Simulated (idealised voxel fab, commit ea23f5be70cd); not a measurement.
Process module in this document: voxel tone inversion
Xsec cut, 295 nm wide, square cell size 5 nm.
Cross-section spec: square-cell grid; bands listed top down; each band is one or more rows. Per band: top height and bottom height in nm, followed by the left-to-right materials and their widths in nm; "full width" marks a single material spanning edge to edge, "empty" marks empty space. Zero point of the height axis is 0; under it, received wafer = one material. Lowest band: continues down indefinitely, "0 down". Width "30..40": first value at the band's top row of cells, second value at its bottom row, equal change from row to row. "changes: none" after a step means that no cell of the cross-section changed. Heads up: "Enclosed void entries" only lists the empty pockets with no open path to the top that are 8 cells or more, and it writes them as width x height at distance, distance from the left edge, in nm. What comes after the settings on a step's line is commentary from the simulator itself on that step. overlay nm: on a step with a mask, how far right of its planned place the mask lay; negative means left.
[Steps planned for the process]
1,RECEIVE [material Si]
2,CONFORMAL_DEP [material SiCN] [thk nm 5]
3,DIRECTIONAL_DEP [material aC] [thk nm 25]
4,PATTERN [tone cover] [mask id POSTS] [material resist] [width nm 15] [pitch nm 45] [thk nm 35] [overlay nm 0]
5,DIRECTIONAL_ETCH [etch materials aC] [depth nm 25]
6,STRIP [etch materials resist]
7,FILL_DEP [material SiO2] [thk nm 5]
8,CMP [height nm 30]
9,STRIP [etch materials aC]
[Cross-section of the incoming wafer, state after step 1]
* 0 down = Si full width
* Enclosed void entries: none
[As-planned run: cross-section of the first of two wafers at end of module]
* 30 to 5 = SiO2 95 / empty 15 / SiO2 30 / empty 15 / SiO2 30 / empty 15 / SiO2 95
* 5 to 0 = SiCN full width
* 0 down = Si full width
* Enclosed void entries: none
[Wafer two cross-section, module end. Start and plan unchanged from wafer one; one mistake made during the run]
* 30 to 25 = SiCN full width
* 25 to 0 = aC full width
* 0 down = Si full width
* Enclosed void entries: none
Here's what went sideways: plan steps 2 and 3 run swapped
Final tally in cells, some materials are higher or lower on the second wafer than on the first: SiO2: 250 fewer | aC: 295 more
